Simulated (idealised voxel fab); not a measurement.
Process module heading - voxel wiring stack
We display cut, a cross-section 250 nm in width whose square cells are each 5 nm.
This document writes a cross-section as a grid whose cells are square, and gives it as bands, listed from the top down; one or more rows of cells form a band. Band: top and bottom heights (nm) first, top before bottom; then materials from left to right, widths in nm. "edge to edge" marks a sole material filling the band edge to edge. "blank" denotes empty space. Height 0 is the level under which the wafer as received is all one material. The lowest band goes on downwards, as in "0 down". Width: "30 to 40" (first number = top row, second number = bottom row, same change from row to row of cells). Where a step carries "no alteration", the cross-section came out of it unchanged, cell for cell. Voids not open to the top, 8 cells minimum: see "Internal closed voids". Written width x height at distance; distance is from the left edge; nm. Where a step's line continues beyond its settings, the continuation is a remark by the simulator itself on that step. The "overlay nm" setting may appear on a step's line; for a step that uses a mask, it gives how far to the right of its planned position the mask lay, and a negative value indicates the left. Structure of the following material. The material consists of pairs of cross-sections. Each pair comprises the cross-section before one process step and the cross-section after that step, the latter shown only down to the lowest band that changed. The step between the cross-sections is specified beneath each pair, including its settings. Pairs are not necessarily consecutive: they may derive from different runs of this module performed on the same starting wafer. Continuity with the pair above is to be assumed only where the entry headed "Geometry before processing" of the pair in question states it.
Geometry before processing:
* 0 down: Si edge to edge
* Internal closed voids: none
Resultant Cross-Section:
* 10 to 0: SiO2 edge to edge
* All layers under 0 are left as they were.
* Internal closed voids: none
So what happened between those two cross-sections up there? CONFORMAL_DEP (material SiO2; thk nm 10)
Geometry before processing: For the state before this step, see the after cross-section of the pair located directly above.
Resultant Cross-Section:
* 15 to 10: TiN edge to edge
* All layers under 10 are left as they were.
* Internal closed voids: none
So what happened between those two cross-sections up there? DIRECTIONAL_DEP (material TiN; thk nm 5)
Geometry before processing: For the state before this step, see the after cross-section of the pair located directly above.
Resultant Cross-Section:
* 30 to 15: Ru edge to edge
* All layers under 15 are left as they were.
* Internal closed voids: none
So what happened between those two cross-sections up there? DIRECTIONAL_DEP (material Ru; thk nm 15)
Geometry before processing: For the state before this step, see the after cross-section of the pair located directly above.
Resultant Cross-Section:
* 40 to 30: aC edge to edge
* All layers under 30 are left as they were.
* Internal closed voids: none
So what happened between those two cross-sections up there? DIRECTIONAL_DEP (material aC; thk nm 10)
Geometry before processing: For the state before this step, see the after cross-section of the pair located directly above.
Resultant Cross-Section:
* 65 to 40: blank: 60  resist: 30  blank: 20  resist: 30  blank: 20  resist: 30  blank: 60
* All layers under 40 are left as they were.
* Internal closed voids: none
So what happened between those two cross-sections up there? PATTERN (tone cover; mask id METAL_1; material resist; width nm 30; pitch nm 50; thk nm 25; overlay nm 0)
Geometry before processing: For the state before this step, see the after cross-section of the pair located directly above.
Resultant Cross-Section:
* 55 to 40: blank: 60  resist: 30  blank: 20  resist: 30  blank: 20  resist: 30  blank: 60
* 40 to 30: blank: 60  aC: 30  blank: 20  aC: 30  blank: 20  aC: 30  blank: 60
* All layers under 30 are left as they were.
* Internal closed voids: none
So what happened between those two cross-sections up there? DIRECTIONAL_ETCH (etch materials aC; depth nm 10)
Geometry before processing: For the state before this step, see the after cross-section of the pair located directly above.
Resultant Cross-Section:
* 40 to 30: blank: 60  aC: 30  blank: 20  aC: 30  blank: 20  aC: 30  blank: 60
* All layers under 30 are left as they were.
* Internal closed voids: none
So what happened between those two cross-sections up there? STRIP (etch materials resist)
Geometry before processing: For the state before this step, see the after cross-section of the pair located directly above.
Resultant Cross-Section:
* 40 to 30: blank: 60  aC: 30  blank: 20  aC: 30  blank: 20  aC: 30  blank: 60
* 30 to 15: blank: 60  Ru: 30  blank: 20  Ru: 30  blank: 20  Ru: 30  blank: 60
* All layers under 15 are left as they were.
* Internal closed voids: none
So what happened between those two cross-sections up there? DIRECTIONAL_ETCH (etch materials Ru; depth nm 15)
Geometry before processing: For the state before this step, see the after cross-section of the pair located directly above.
Resultant Cross-Section:
* 40 to 30: blank: 60  aC: 30  blank: 20  aC: 30  blank: 20  aC: 30  blank: 60
* 30 to 15: blank: 60  Ru: 30  blank: 20  Ru: 30  blank: 20  Ru: 30  blank: 60
* 15 to 10: blank: 60  TiN: 30  blank: 20  TiN: 30  blank: 20  TiN: 30  blank: 60
* All layers under 10 are left as they were.
* Internal closed voids: none
So what happened between those two cross-sections up there? DIRECTIONAL_ETCH (etch materials TiN; depth nm 5)
Geometry before processing: For the state before this step, see the after cross-section of the pair located directly above.
Resultant Cross-Section:
* 30 to 15: blank: 60  Ru: 30  blank: 20  Ru: 30  blank: 20  Ru: 30  blank: 60
* All layers under 15 are left as they were.
* Internal closed voids: none
So what happened between those two cross-sections up there? STRIP (etch materials aC)
Geometry before processing: For the state before this step, see the after cross-section of the pair located directly above.
Resultant Cross-Section:
* 35 to 30: SiO2 edge to edge
* 30 to 15: SiO2: 60  Ru: 30  SiO2: 20  Ru: 30  SiO2: 20  Ru: 30  SiO2: 60
* 15 to 10: SiO2: 60  TiN: 30  SiO2: 20  TiN: 30  SiO2: 20  TiN: 30  SiO2: 60
* All layers under 10 are left as they were.
* Internal closed voids: none
So what happened between those two cross-sections up there? FILL_DEP (material SiO2; thk nm 5)
Geometry before processing: For the state before this step, see the after cross-section of the pair located directly above.
Resultant Cross-Section:
* 30 to 15: SiO2: 60  Ru: 30  SiO2: 20  Ru: 30  SiO2: 20  Ru: 30  SiO2: 60
* All layers under 15 are left as they were.
* Internal closed voids: none
So what happened between those two cross-sections up there? CMP (height nm 30)
Geometry before processing: For the state before this step, see the after cross-section of the pair located directly above.
Resultant Cross-Section:
* 35 to 30: SiCN edge to edge
* All layers under 30 are left as they were.
* Internal closed voids: none
So what happened between those two cross-sections up there? CONFORMAL_DEP (material SiCN; thk nm 5)
Geometry before processing: For the state before this step, see the after cross-section of the pair located directly above.
Resultant Cross-Section:
* 65 to 35: lowk edge to edge
* All layers under 35 are left as they were.
* Internal closed voids: none
So what happened between those two cross-sections up there? DIRECTIONAL_DEP (material lowk; thk nm 30)
Geometry before processing: For the state before this step, see the after cross-section of the pair located directly above.
Resultant Cross-Section:
* 65 to 45: lowk: 60  blank: 30  lowk: 20  blank: 30  lowk: 20  blank: 30  lowk: 60
* All layers under 45 are left as they were.
* Internal closed voids: none
So what happened between those two cross-sections up there? MASKED_ETCH (tone open; mask id METAL_2; width nm 30; pitch nm 50; etch materials lowk; depth nm 20; overlay nm 0)
Geometry before processing: For the state before this step, see the after cross-section of the pair located directly above.
Resultant Cross-Section:
* 65 to 45: lowk: 60  blank: 30  lowk: 20  blank: 30  lowk: 20  blank: 30  lowk: 60
* 45 to 35: lowk: 60  blank: 15  lowk: 85  blank: 15  lowk: 75
* All layers under 35 are left as they were.
* Internal closed voids: none
So what happened between those two cross-sections up there? MASKED_ETCH (tone open; mask id METAL_2_HOLES; width nm 15; pitch nm 100; etch materials lowk; depth nm 10; overlay nm 0)
Geometry before processing: For the state before this step, see the after cross-section of the pair located directly above.
Resultant Cross-Section:
* 65 to 45: lowk: 60  blank: 30  lowk: 20  blank: 30  lowk: 20  blank: 30  lowk: 60
* 45 to 35: lowk: 60  blank: 15  lowk: 85  blank: 15  lowk: 75
* 35 to 30: SiCN: 60  blank: 15  SiCN: 85  blank: 15  SiCN: 75
* All layers under 30 are left as they were.
* Internal closed voids: none
So what happened between those two cross-sections up there? MASKED_ETCH (tone open; mask id METAL_2_HOLES; width nm 15; pitch nm 100; etch materials SiCN; depth nm 5; overlay nm 0)
Geometry before processing: For the state before this step, see the after cross-section of the pair located directly above.
Resultant Cross-Section:
* 70 to 65: TiN: 65  blank: 20  TiN: 30  blank: 20  TiN: 30  blank: 20  TiN: 65
* 65 to 50: lowk: 60  TiN: 5  blank: 20  TiN: 5  lowk: 20  TiN: 5  blank: 20  TiN: 5  lowk: 20  TiN: 5  blank: 20  TiN: 5  lowk: 60
* 50 to 45: lowk: 60  TiN: 5  blank: 5  TiN: 20  lowk: 20  TiN: 30  lowk: 20  TiN: 5  blank: 5  TiN: 20  lowk: 60
* 45 to 35: lowk: 60  TiN: 5  blank: 5  TiN: 5  lowk: 85  TiN: 5  blank: 5  TiN: 5  lowk: 75
* 35 to 30: SiCN: 60  TiN: 15  SiCN: 85  TiN: 15  SiCN: 75
* All layers under 30 are left as they were.
* Internal closed voids: none
So what happened between those two cross-sections up there? CONFORMAL_DEP (material TiN; thk nm 5)
Geometry before processing: For the state before this step, see the after cross-section of the pair located directly above.
Resultant Cross-Section:
* 75 to 70: Ru edge to edge
* 70 to 65: TiN: 65  Ru: 20  TiN: 30  Ru: 20  TiN: 30  Ru: 20  TiN: 65
* 65 to 50: lowk: 60  TiN: 5  Ru: 20  TiN: 5  lowk: 20  TiN: 5  Ru: 20  TiN: 5  lowk: 20  TiN: 5  Ru: 20  TiN: 5  lowk: 60
* 50 to 45: lowk: 60  TiN: 5  Ru: 5  TiN: 20  lowk: 20  TiN: 30  lowk: 20  TiN: 5  Ru: 5  TiN: 20  lowk: 60
* 45 to 35: lowk: 60  TiN: 5  Ru: 5  TiN: 5  lowk: 85  TiN: 5  Ru: 5  TiN: 5  lowk: 75
* All layers under 35 are left as they were.
* Internal closed voids: none
So what happened between those two cross-sections up there? FILL_DEP (material Ru; thk nm 5)
Geometry before processing: For the state before this step, see the after cross-section of the pair located directly above.
Resultant Cross-Section:
* 65 to 50: lowk: 60  TiN: 5  Ru: 20  TiN: 5  lowk: 20  TiN: 5  Ru: 20  TiN: 5  lowk: 20  TiN: 5  Ru: 20  TiN: 5  lowk: 60
* All layers under 50 are left as they were.
* Internal closed voids: none
So what happened between those two cross-sections up there? CMP (height nm 65)
Geometry before processing: For the state before this step, see the after cross-section of the pair located directly above.
Resultant Cross-Section:
* 70 to 65: SiCN edge to edge
* All layers under 65 are left as they were.
* Internal closed voids: none
So what happened between those two cross-sections up there? CONFORMAL_DEP (material SiCN; thk nm 5)
Geometry before processing: For the state before this step, see the after cross-section of the pair located directly above.
Resultant Cross-Section:
* 80 to 70: lowk edge to edge
* All layers under 70 are left as they were.
* Internal closed voids: none
So what happened between those two cross-sections up there? DIRECTIONAL_DEP (material lowk; thk nm 10)
Geometry before processing: For the state before this step, see the after cross-section of the pair located directly above.
Resultant Cross-Section:
* 100 to 80: resist: 60  blank: 15  resist: 35  blank: 15  resist: 35  blank: 15  resist: 75
* All layers under 80 are left as they were.
* Internal closed voids: none
So what happened between those two cross-sections up there? PATTERN (tone open; mask id PLUG_2; material resist; width nm 15; pitch nm 50; thk nm 20; overlay nm 0)
Geometry before processing: For the state before this step, see the after cross-section of the pair located directly above.
Resultant Cross-Section:
* 100 to 80: resist: 60  blank: 15  resist: 35  blank: 15  resist: 35  blank: 15  resist: 75
* 80 to 70: lowk: 60  blank: 15  lowk: 35  blank: 15  lowk: 35  blank: 15  lowk: 75
* All layers under 70 are left as they were.
* Internal closed voids: none
So what happened between those two cross-sections up there? DIRECTIONAL_ETCH (etch materials lowk; depth nm 10)
Geometry before processing: For the state before this step, see the after cross-section of the pair located directly above.
Resultant Cross-Section:
* 100 to 80: resist: 60  blank: 15  resist: 35  blank: 15  resist: 35  blank: 15  resist: 75
* 80 to 70: lowk: 60  blank: 15  lowk: 35  blank: 15  lowk: 35  blank: 15  lowk: 75
* 70 to 65: SiCN: 60  blank: 15  SiCN: 35  blank: 15  SiCN: 35  blank: 15  SiCN: 75
* All layers under 65 are left as they were.
* Internal closed voids: none
So what happened between those two cross-sections up there? DIRECTIONAL_ETCH (etch materials SiCN; depth nm 5)
Geometry before processing: For the state before this step, see the after cross-section of the pair located directly above.
Resultant Cross-Section:
* 80 to 70: lowk: 60  blank: 15  lowk: 35  blank: 15  lowk: 35  blank: 15  lowk: 75
* All layers under 70 are left as they were.
* Internal closed voids: none
So what happened between those two cross-sections up there? STRIP (etch materials resist)
Geometry before processing: For the state before this step, see the after cross-section of the pair located directly above.
Resultant Cross-Section:
* 80 to 75: lowk: 60  blank: 15  lowk: 35  blank: 15  lowk: 35  blank: 15  lowk: 75
* 75 to 70: lowk: 60  Ru: 15  lowk: 35  Ru: 15  lowk: 35  Ru: 15  lowk: 75
* 70 to 65: SiCN: 60  Ru: 15  SiCN: 35  Ru: 15  SiCN: 35  Ru: 15  SiCN: 75
* All layers under 65 are left as they were.
* Internal closed voids: none
So what happened between those two cross-sections up there? EPI (material Ru; thk nm 10)
Geometry before processing: For the state before this step, see the after cross-section of the pair located directly above.
Resultant Cross-Section:
* 80 to 70: lowk: 60  Ru: 15  lowk: 35  Ru: 15  lowk: 35  Ru: 15  lowk: 75
* All layers under 70 are left as they were.
* Internal closed voids: none
So what happened between those two cross-sections up there? EPI (material Ru; thk nm 5)
Geometry before processing: For the state before this step, see the after cross-section of the pair located directly above.
Resultant Cross-Section:
* 85 to 80: SiCN edge to edge
* All layers under 80 are left as they were.
* Internal closed voids: none
So what happened between those two cross-sections up there? CONFORMAL_DEP (material SiCN; thk nm 5)
Geometry before processing: For the state before this step, see the after cross-section of the pair located directly above.
Resultant Cross-Section:
* 110 to 85: SiO2 edge to edge
* All layers under 85 are left as they were.
* Internal closed voids: none
So what happened between those two cross-sections up there? DIRECTIONAL_DEP (material SiO2; thk nm 25)
Geometry before processing: For the state before this step, see the after cross-section of the pair located directly above.
Resultant Cross-Section:
* 125 to 110: resist: 60  blank: 30  resist: 20  blank: 30  resist: 20  blank: 30  resist: 60
* All layers under 110 are left as they were.
* Internal closed voids: none
So what happened between those two cross-sections up there? PATTERN (tone open; mask id METAL_3; material resist; width nm 30; pitch nm 50; thk nm 15; overlay nm 0)
Geometry before processing: For the state before this step, see the after cross-section of the pair located directly above.
Resultant Cross-Section:
* 125 to 110: resist: 60  blank: 30  resist: 20  blank: 30  resist: 20  blank: 30  resist: 60
* 110 to 85: SiO2: 60  blank: 30  SiO2: 20  blank: 30  SiO2: 20  blank: 30  SiO2: 60
* All layers under 85 are left as they were.
* Internal closed voids: none
So what happened between those two cross-sections up there? DIRECTIONAL_ETCH (etch materials SiO2; depth nm 25)
Geometry before processing: For the state before this step, see the after cross-section of the pair located directly above.
Resultant Cross-Section:
* 125 to 110: resist: 60  blank: 30  resist: 20  blank: 30  resist: 20  blank: 30  resist: 60
* 110 to 85: SiO2: 60  blank: 30  SiO2: 20  blank: 30  SiO2: 20  blank: 30  SiO2: 60
* 85 to 80: SiCN: 60  blank: 30  SiCN: 20  blank: 30  SiCN: 20  blank: 30  SiCN: 60
* All layers under 80 are left as they were.
* Internal closed voids: none
So what happened between those two cross-sections up there? DIRECTIONAL_ETCH (etch materials SiCN; depth nm 5)
Geometry before processing: For the state before this step, see the after cross-section of the pair located directly above.
Resultant Cross-Section:
* 110 to 85: SiO2: 60  blank: 30  SiO2: 20  blank: 30  SiO2: 20  blank: 30  SiO2: 60
* All layers under 85 are left as they were.
* Internal closed voids: none
So what happened between those two cross-sections up there? STRIP (etch materials resist)
Geometry before processing: For the state before this step, see the after cross-section of the pair located directly above.
Resultant Cross-Section:
* 115 to 110: TiN: 65  blank: 20  TiN: 30  blank: 20  TiN: 30  blank: 20  TiN: 65
* 110 to 85: SiO2: 60  TiN: 5  blank: 20  TiN: 5  SiO2: 20  TiN: 5  blank: 20  TiN: 5  SiO2: 20  TiN: 5  blank: 20  TiN: 5  SiO2: 60
* 85 to 80: SiCN: 60  TiN: 30  SiCN: 20  TiN: 30  SiCN: 20  TiN: 30  SiCN: 60
* All layers under 80 are left as they were.
* Internal closed voids: none
So what happened between those two cross-sections up there? CONFORMAL_DEP (material TiN; thk nm 5)
Geometry before processing: For the state before this step, see the after cross-section of the pair located directly above.
Resultant Cross-Section:
* 120 to 115: Ru edge to edge
* 115 to 110: TiN: 65  Ru: 20  TiN: 30  Ru: 20  TiN: 30  Ru: 20  TiN: 65
* 110 to 85: SiO2: 60  TiN: 5  Ru: 20  TiN: 5  SiO2: 20  TiN: 5  Ru: 20  TiN: 5  SiO2: 20  TiN: 5  Ru: 20  TiN: 5  SiO2: 60
* All layers under 85 are left as they were.
* Internal closed voids: none
So what happened between those two cross-sections up there? FILL_DEP (material Ru; thk nm 5)
Geometry before processing: For the state before this step, see the after cross-section of the pair located directly above.
Resultant Cross-Section:
* 110 to 85: SiO2: 60  TiN: 5  Ru: 20  TiN: 5  SiO2: 20  TiN: 5  Ru: 20  TiN: 5  SiO2: 20  TiN: 5  Ru: 20  TiN: 5  SiO2: 60
* All layers under 85 are left as they were.
* Internal closed voids: none
So what happened between those two cross-sections up there? CMP (height nm 110)
Geometry before processing: For the state before this step, see the after cross-section of the pair located directly above.
Resultant Cross-Section:
* 115 to 110: SiN edge to edge
* All layers under 110 are left as they were.
* Internal closed voids: none
So what happened between those two cross-sections up there? CONFORMAL_DEP (material SiN; thk nm 5)
Geometry before processing:
* 80 to 70: lowk: 60  Ru: 15  lowk: 35  Ru: 15  lowk: 35  Ru: 15  lowk: 75
* 70 to 65: SiCN: 60  Ru: 15  SiCN: 35  Ru: 15  SiCN: 35  Ru: 15  SiCN: 75
* 65 to 50: lowk: 60  TiN: 5  Ru: 20  TiN: 5  lowk: 20  TiN: 5  Ru: 20  TiN: 5  lowk: 20  TiN: 5  Ru: 20  TiN: 5  lowk: 60
* 50 to 45: lowk: 60  TiN: 5  Ru: 5  TiN: 20  lowk: 20  TiN: 30  lowk: 20  TiN: 5  Ru: 5  TiN: 20  lowk: 60
* 45 to 35: lowk: 60  TiN: 5  Ru: 5  TiN: 5  lowk: 85  TiN: 5  Ru: 5  TiN: 5  lowk: 75
* 35 to 30: SiCN: 60  TiN: 15  SiCN: 85  TiN: 15  SiCN: 75
* 30 to 15: SiO2: 60  Ru: 30  SiO2: 20  Ru: 30  SiO2: 20  Ru: 30  SiO2: 60
* 15 to 10: SiO2: 60  TiN: 30  SiO2: 20  TiN: 30  SiO2: 20  TiN: 30  SiO2: 60
* 10 to 0: SiO2 edge to edge
* 0 down: Si edge to edge
* Internal closed voids: none
Resultant Cross-Section:
* 105 to 80: SiO2 edge to edge
* All layers under 80 are left as they were.
* Internal closed voids: none
So what happened between those two cross-sections up there? DIRECTIONAL_DEP (material SiO2; thk nm 25)
Geometry before processing: For the state before this step, see the after cross-section of the pair located directly above.
Resultant Cross-Section:
* 120 to 105: resist: 60  blank: 30  resist: 20  blank: 30  resist: 20  blank: 30  resist: 60
* All layers under 105 are left as they were.
* Internal closed voids: none
So what happened between those two cross-sections up there? PATTERN (tone open; mask id METAL_3; material resist; width nm 30; pitch nm 50; thk nm 15; overlay nm 0)
Geometry before processing: For the state before this step, see the after cross-section of the pair located directly above.
Resultant Cross-Section:
* 120 to 105: resist: 60  blank: 30  resist: 20  blank: 30  resist: 20  blank: 30  resist: 60
* 105 to 80: SiO2: 60  blank: 30  SiO2: 20  blank: 30  SiO2: 20  blank: 30  SiO2: 60
* All layers under 80 are left as they were.
* Internal closed voids: none
So what happened between those two cross-sections up there? DIRECTIONAL_ETCH (etch materials SiO2; depth nm 25)
Geometry before processing: For the state before this step, see the after cross-section of the pair located directly above.
Resultant Cross-Section:
* 105 to 80: SiO2: 60  blank: 30  SiO2: 20  blank: 30  SiO2: 20  blank: 30  SiO2: 60
* All layers under 80 are left as they were.
* Internal closed voids: none
So what happened between those two cross-sections up there? STRIP (etch materials resist)
Geometry before processing: For the state before this step, see the after cross-section of the pair located directly above.
Resultant Cross-Section:
* 110 to 105: TiN: 65  blank: 20  TiN: 30  blank: 20  TiN: 30  blank: 20  TiN: 65
* 105 to 85: SiO2: 60  TiN: 5  blank: 20  TiN: 5  SiO2: 20  TiN: 5  blank: 20  TiN: 5  SiO2: 20  TiN: 5  blank: 20  TiN: 5  SiO2: 60
* 85 to 80: SiO2: 60  TiN: 30  SiO2: 20  TiN: 30  SiO2: 20  TiN: 30  SiO2: 60
* All layers under 80 are left as they were.
* Internal closed voids: none
So what happened between those two cross-sections up there? CONFORMAL_DEP (material TiN; thk nm 5)
Geometry before processing: For the state before this step, see the after cross-section of the pair located directly above.
Resultant Cross-Section:
* 115 to 110: Ru edge to edge
* 110 to 105: TiN: 65  Ru: 20  TiN: 30  Ru: 20  TiN: 30  Ru: 20  TiN: 65
* 105 to 85: SiO2: 60  TiN: 5  Ru: 20  TiN: 5  SiO2: 20  TiN: 5  Ru: 20  TiN: 5  SiO2: 20  TiN: 5  Ru: 20  TiN: 5  SiO2: 60
* All layers under 85 are left as they were.
* Internal closed voids: none
So what happened between those two cross-sections up there? FILL_DEP (material Ru; thk nm 5)
Geometry before processing: For the state before this step, see the after cross-section of the pair located directly above.
Resultant Cross-Section:
* 110 to 105: TiN: 65  Ru: 20  TiN: 30  Ru: 20  TiN: 30  Ru: 20  TiN: 65
* All layers under 105 are left as they were.
* Internal closed voids: none
So what happened between those two cross-sections up there? CMP (height nm 110)
Geometry before processing: For the state before this step, see the after cross-section of the pair located directly above.
Resultant Cross-Section:
* 115 to 110: SiN edge to edge
* All layers under 110 are left as they were.
* Internal closed voids: none
So what happened between those two cross-sections up there? CONFORMAL_DEP (material SiN; thk nm 5)
Geometry before processing:
* 80 to 75: lowk: 60  blank: 15  lowk: 35  blank: 15  lowk: 35  blank: 15  lowk: 75
* 75 to 70: lowk: 60  Ru: 15  lowk: 35  Ru: 15  lowk: 35  Ru: 15  lowk: 75
* 70 to 65: SiCN: 60  Ru: 15  SiCN: 35  Ru: 15  SiCN: 35  Ru: 15  SiCN: 75
* 65 to 50: lowk: 60  TiN: 5  Ru: 20  TiN: 5  lowk: 20  TiN: 5  Ru: 20  TiN: 5  lowk: 20  TiN: 5  Ru: 20  TiN: 5  lowk: 60
* 50 to 45: lowk: 60  TiN: 5  Ru: 5  TiN: 20  lowk: 20  TiN: 30  lowk: 20  TiN: 5  Ru: 5  TiN: 20  lowk: 60
* 45 to 35: lowk: 60  TiN: 5  Ru: 5  TiN: 5  lowk: 85  TiN: 5  Ru: 5  TiN: 5  lowk: 75
* 35 to 30: SiCN: 60  TiN: 15  SiCN: 85  TiN: 15  SiCN: 75
* 30 to 15: SiO2: 60  Ru: 30  SiO2: 20  Ru: 30  SiO2: 20  Ru: 30  SiO2: 60
* 15 to 10: SiO2: 60  TiN: 30  SiO2: 20  TiN: 30  SiO2: 20  TiN: 30  SiO2: 60
* 10 to 0: SiO2 edge to edge
* 0 down: Si edge to edge
* Internal closed voids: none
Resultant Cross-Section:
* 85 to 80: blank: 55  Ru: 25  blank: 25  Ru: 25  blank: 25  Ru: 25  blank: 70
* 80 to 70: lowk: 60  Ru: 15  lowk: 35  Ru: 15  lowk: 35  Ru: 15  lowk: 75
* All layers under 70 are left as they were.
* Internal closed voids: none
So what happened between those two cross-sections up there? EPI (material Ru; thk nm 10)
Geometry before processing: For the state before this step, see the after cross-section of the pair located directly above.
Resultant Cross-Section:
* 90 to 80: blank: 50  Ru: 35  blank: 15  Ru: 35  blank: 15  Ru: 35  blank: 65
* All layers under 80 are left as they were.
* Internal closed voids: none
So what happened between those two cross-sections up there? EPI (material Ru; thk nm 5)
Geometry before processing: For the state before this step, see the after cross-section of the pair located directly above.
Resultant Cross-Section:
* 95 to 90: blank: 45  SiCN: 45  blank: 5  SiCN: 45  blank: 5  SiCN: 45  blank: 60
* 90 to 85: blank: 45  SiCN: 5  Ru: 35  SiCN: 5  blank: 5  SiCN: 5  Ru: 35  SiCN: 5  blank: 5  SiCN: 5  Ru: 35  SiCN: 5  blank: 60
* 85 to 80: SiCN: 50  Ru: 35  SiCN: 15  Ru: 35  SiCN: 15  Ru: 35  SiCN: 65
* All layers under 80 are left as they were.
* Internal closed voids: none
So what happened between those two cross-sections up there? CONFORMAL_DEP (material SiCN; thk nm 5)
Geometry before processing: For the state before this step, see the after cross-section of the pair located directly above.
Resultant Cross-Section:
* 120 to 110: blank: 45  SiO2: 45  blank: 5  SiO2: 45  blank: 5  SiO2: 45  blank: 60
* 110 to 95: SiO2 edge to edge
* 95 to 90: SiO2: 45  SiCN: 45  SiO2: 5  SiCN: 45  SiO2: 5  SiCN: 45  SiO2: 60
* 90 to 85: SiO2: 45  SiCN: 5  Ru: 35  SiCN: 5  SiO2: 5  SiCN: 5  Ru: 35  SiCN: 5  SiO2: 5  SiCN: 5  Ru: 35  SiCN: 5  SiO2: 60
* All layers under 85 are left as they were.
* Internal closed voids: none
So what happened between those two cross-sections up there? DIRECTIONAL_DEP (material SiO2; thk nm 25)
Geometry before processing: For the state before this step, see the after cross-section of the pair located directly above.
Resultant Cross-Section:
* 135 to 120: resist: 60  blank: 30  resist: 20  blank: 30  resist: 20  blank: 30  resist: 60
* 120 to 110: resist: 45  SiO2: 45  resist: 5  SiO2: 45  resist: 5  SiO2: 45  resist: 60
* All layers under 110 are left as they were.
* Internal closed voids: none
So what happened between those two cross-sections up there? PATTERN (tone open; mask id METAL_3; material resist; width nm 30; pitch nm 50; thk nm 15; overlay nm 0)
Geometry before processing: For the state before this step, see the after cross-section of the pair located directly above.
Resultant Cross-Section:
* 135 to 120: resist: 60  blank: 30  resist: 20  blank: 30  resist: 20  blank: 30  resist: 60
* 120 to 110: resist: 45  SiO2: 15  blank: 30  resist: 5  SiO2: 15  blank: 30  resist: 5  SiO2: 15  blank: 30  resist: 60
* 110 to 95: SiO2: 60  blank: 30  SiO2: 20  blank: 30  SiO2: 20  blank: 30  SiO2: 60
* All layers under 95 are left as they were.
* Internal closed voids: none
So what happened between those two cross-sections up there? DIRECTIONAL_ETCH (etch materials SiO2; depth nm 25)
Geometry before processing: For the state before this step, see the after cross-section of the pair located directly above.
Resultant Cross-Section:
* 135 to 120: resist: 60  blank: 30  resist: 20  blank: 30  resist: 20  blank: 30  resist: 60
* 120 to 110: resist: 45  SiO2: 15  blank: 30  resist: 5  SiO2: 15  blank: 30  resist: 5  SiO2: 15  blank: 30  resist: 60
* 110 to 95: SiO2: 60  blank: 30  SiO2: 20  blank: 30  SiO2: 20  blank: 30  SiO2: 60
* 95 to 90: SiO2: 45  SiCN: 15  blank: 30  SiO2: 5  SiCN: 15  blank: 30  SiO2: 5  SiCN: 15  blank: 30  SiO2: 60
* All layers under 90 are left as they were.
* Internal closed voids: none
So what happened between those two cross-sections up there? DIRECTIONAL_ETCH (etch materials SiCN; depth nm 5)
Geometry before processing: For the state before this step, see the after cross-section of the pair located directly above.
Resultant Cross-Section:
* 120 to 110: blank: 45  SiO2: 15  blank: 35  SiO2: 15  blank: 35  SiO2: 15  blank: 90
* All layers under 110 are left as they were.
* Internal closed voids: none
So what happened between those two cross-sections up there? STRIP (etch materials resist)
Geometry before processing: For the state before this step, see the after cross-section of the pair located directly above.
Resultant Cross-Section:
* 125 to 120: blank: 40  TiN: 25  blank: 25  TiN: 25  blank: 25  TiN: 25  blank: 85
* 120 to 115: blank: 40  TiN: 5  SiO2: 15  TiN: 5  blank: 25  TiN: 5  SiO2: 15  TiN: 5  blank: 25  TiN: 5  SiO2: 15  TiN: 5  blank: 85
* 115 to 110: TiN: 45  SiO2: 15  TiN: 5  blank: 20  TiN: 10  SiO2: 15  TiN: 5  blank: 20  TiN: 10  SiO2: 15  TiN: 5  blank: 20  TiN: 65
* 110 to 95: SiO2: 60  TiN: 5  blank: 20  TiN: 5  SiO2: 20  TiN: 5  blank: 20  TiN: 5  SiO2: 20  TiN: 5  blank: 20  TiN: 5  SiO2: 60
* 95 to 90: SiO2: 45  SiCN: 15  TiN: 30  SiO2: 5  SiCN: 15  TiN: 30  SiO2: 5  SiCN: 15  TiN: 30  SiO2: 60
* All layers under 90 are left as they were.
* Internal closed voids: none
So what happened between those two cross-sections up there? CONFORMAL_DEP (material TiN; thk nm 5)
Geometry before processing: For the state before this step, see the after cross-section of the pair located directly above.
Resultant Cross-Section:
* 130 to 125: Ru edge to edge
* 125 to 120: Ru: 40  TiN: 25  Ru: 25  TiN: 25  Ru: 25  TiN: 25  Ru: 85
* 120 to 115: Ru: 40  TiN: 5  SiO2: 15  TiN: 5  Ru: 25  TiN: 5  SiO2: 15  TiN: 5  Ru: 25  TiN: 5  SiO2: 15  TiN: 5  Ru: 85
* 115 to 110: TiN: 45  SiO2: 15  TiN: 5  Ru: 20  TiN: 10  SiO2: 15  TiN: 5  Ru: 20  TiN: 10  SiO2: 15  TiN: 5  Ru: 20  TiN: 65
* 110 to 95: SiO2: 60  TiN: 5  Ru: 20  TiN: 5  SiO2: 20  TiN: 5  Ru: 20  TiN: 5  SiO2: 20  TiN: 5  Ru: 20  TiN: 5  SiO2: 60
* All layers under 95 are left as they were.
* Internal closed voids: none
So what happened between those two cross-sections up there? FILL_DEP (material Ru; thk nm 5)
Geometry before processing: For the state before this step, see the after cross-section of the pair located directly above.
Resultant Cross-Section:
* 110 to 95: SiO2: 60  TiN: 5  Ru: 20  TiN: 5  SiO2: 20  TiN: 5  Ru: 20  TiN: 5  SiO2: 20  TiN: 5  Ru: 20  TiN: 5  SiO2: 60
* All layers under 95 are left as they were.
* Internal closed voids: none
So what happened between those two cross-sections up there? CMP (height nm 110)
Geometry before processing: For the state before this step, see the after cross-section of the pair located directly above.
Resultant Cross-Section:
* 115 to 110: SiN edge to edge
* All layers under 110 are left as they were.
* Internal closed voids: none
So what happened between those two cross-sections up there? CONFORMAL_DEP (material SiN; thk nm 5)
Geometry before processing:
* 30 to 15: SiO2: 60  Ru: 30  SiO2: 20  Ru: 30  SiO2: 20  Ru: 30  SiO2: 60
* 15 to 10: SiO2: 60  TiN: 30  SiO2: 20  TiN: 30  SiO2: 20  TiN: 30  SiO2: 60
* 10 to 0: SiO2 edge to edge
* 0 down: Si edge to edge
* Internal closed voids: none
Resultant Cross-Section:
* 60 to 30: lowk edge to edge
* All layers under 30 are left as they were.
* Internal closed voids: none
So what happened between those two cross-sections up there? DIRECTIONAL_DEP (material lowk; thk nm 30)
Geometry before processing: For the state before this step, see the after cross-section of the pair located directly above.
Resultant Cross-Section:
* 65 to 60: SiCN edge to edge
* All layers under 60 are left as they were.
* Internal closed voids: none
So what happened between those two cross-sections up there? CONFORMAL_DEP (material SiCN; thk nm 5)
Geometry before processing: For the state before this step, see the after cross-section of the pair located directly above.
Resultant Cross-Section:
* 65 to 60: SiCN: 60  blank: 15  SiCN: 85  blank: 15  SiCN: 75
* All layers under 60 are left as they were.
* Internal closed voids: none
So what happened between those two cross-sections up there? MASKED_ETCH (tone open; mask id METAL_2_HOLES; width nm 15; pitch nm 100; etch materials SiCN; depth nm 5; overlay nm 0)
